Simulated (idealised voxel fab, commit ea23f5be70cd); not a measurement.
process module | voxel transistor to metal
cross-section cut | 170 nm wide | cells 5 nm
A cross-section is a grid of square cells, given in bands from the top down. A band is one or more rows of cells.
Each band's line starts with the height of the band's top and of its bottom, in nm. Then come its materials from left to right, each with its width in nm. One material with "throughout" fills the band from edge to edge. "air" is empty space.
Height 0 is the level under which the wafer as received is all one material. The lowest band goes on downwards, as in "0 down".
A width such as "30 to 40" changes by the same amount from each row of cells to the next, from the band's top row to its bottom row.
"no change" after a step means that no cell of the cross-section changed.
closed voids: empty space of 8 cells or more with no open way to the top, each as width x height at its distance from the left edge, in nm
after a step's settings: what the simulator itself notes on the step
overlay nm, on a step with a mask: how far to the right of its planned place the mask lay; to the left if negative
plan
1 op RECEIVE | material Si
2 op OXIDIZE | depth nm 5
3 op CONFORMAL_DEP | material SiN | thk nm 10
4 op DIRECTIONAL_DEP | material aC | thk nm 10
5 op PATTERN | tone cover | mask id ACTIVE | material resist | width nm 105 | thk nm 25 | overlay nm 0
6 op DIRECTIONAL_ETCH | etch materials aC | depth nm 10
7 op STRIP | etch materials resist
8 op DIRECTIONAL_ETCH | etch materials SiN | depth nm 10
9 op DIRECTIONAL_ETCH | etch materials SiO2 | depth nm 5
10 op DIRECTIONAL_ETCH | etch materials Si | depth nm 30
11 op STRIP | etch materials aC
12 op FILL_DEP | material SiO2 | thk nm 10
13 op CMP | height nm 10
14 op SELECTIVE_ETCH | etch materials SiO2 | depth nm 10
15 op STRIP | etch materials SiN
16 op SELECTIVE_ETCH | etch materials SiO2 | depth nm 5
17 op OXIDIZE | depth nm 5
18 op DIRECTIONAL_DEP | material polySi | thk nm 30
19 op DIRECTIONAL_DEP | material SiCN | thk nm 15
20 op DIRECTIONAL_DEP | material aC | thk nm 10
21 op PATTERN | tone cover | mask id GATE | material resist | width nm 15 | thk nm 25 | overlay nm 0
22 op DIRECTIONAL_ETCH | etch materials aC | depth nm 10
23 op STRIP | etch materials resist
24 op DIRECTIONAL_ETCH | etch materials SiCN | depth nm 25
25 op DIRECTIONAL_ETCH | etch materials polySi | depth nm 40
26 op STRIP | etch materials aC
27 op CONFORMAL_DEP | material SiN | thk nm 10
28 op DIRECTIONAL_ETCH | etch materials SiN | depth nm 10
29 op DIRECTIONAL_ETCH | etch materials SiO2 | depth nm 5
30 op DIRECTIONAL_ETCH | etch materials Si | depth nm 5
31 op EPI | material nSi | thk nm 5
32 op FILL_DEP | material SiO2 | thk nm 5
33 op CMP | height nm 25
34 op STRIP | etch materials polySi
35 op SELECTIVE_ETCH | etch materials SiO2 | depth nm 5
36 op CONFORMAL_DEP | material HfO2 | thk nm 5
37 op CONFORMAL_DEP | material TiN | thk nm 5
38 op FILL_DEP | material W | thk nm 5
39 op CMP | height nm 20
40 op DIRECTIONAL_DEP | material SiO2 | thk nm 10
41 op MASKED_ETCH | tone open | mask id CONTACT | width nm 20 | pitch nm 75 | etch materials SiO2 | depth nm 40 | overlay nm 0
42 op CONFORMAL_DEP | material TiN | thk nm 5
43 op FILL_DEP | material Ru | thk nm 10
44 op CMP | height nm 30
45 op CONFORMAL_DEP | material SiCN | thk nm 5
46 op DIRECTIONAL_DEP | material SiO2 | thk nm 25
47 op DIRECTIONAL_DEP | material aC | thk nm 10
48 op PATTERN | tone open | mask id METAL_1 | material resist | width nm 20 | pitch nm 75 | thk nm 30 | overlay nm 0
49 op DIRECTIONAL_ETCH | etch materials aC | depth nm 10
50 op STRIP | etch materials resist
51 op DIRECTIONAL_ETCH | etch materials SiO2 | depth nm 25
52 op DIRECTIONAL_ETCH | etch materials SiCN | depth nm 5
53 op STRIP | etch materials aC
54 op CONFORMAL_DEP | material TiN | thk nm 5
55 op FILL_DEP | material Cu | thk nm 5
56 op CMP | height nm 60
57 op CONFORMAL_DEP | material SiN | thk nm 5
varied across the wafers: width nm of step 21. The plan shows the first wafer's value. All wafers start alike
first wafer as received, after step 1
  0 down: Si throughout
  closed voids: none
each wafer at the end: cells of each material gained (+) or lost (-) since it was received, then its closed voids
width nm 15 | +20 Cu | +15 HfO2 | +28 Ru | -147 Si | +26 SiCN | +54 SiN | +361 SiO2 | +69 TiN | +16 nSi | closed voids: none
width nm 20 | +20 Cu | +16 HfO2 | +28 Ru | -146 Si | +26 SiCN | +54 SiN | +355 SiO2 | +74 TiN | +15 nSi | closed voids: none
width nm 25 | +20 Cu | +17 HfO2 | +28 Ru | -145 Si | +26 SiCN | +54 SiN | +349 SiO2 | +75 TiN | +4 W | +14 nSi | closed voids: none
width nm 30 | +20 Cu | +18 HfO2 | +27 Ru | -144 Si | +26 SiCN | +54 SiN | +344 SiO2 | +76 TiN | +8 W | +13 nSi | closed voids: none
width nm 35 | +20 Cu | +19 HfO2 | +26 Ru | -143 Si | +26 SiCN | +54 SiN | +339 SiO2 | +77 TiN | +12 W | +12 nSi | closed voids: none
width nm 40 | +20 Cu | +20 HfO2 | +20 Ru | -142 Si | +26 SiCN | +54 SiN | +339 SiO2 | +78 TiN | +16 W | +11 nSi | closed voids: none
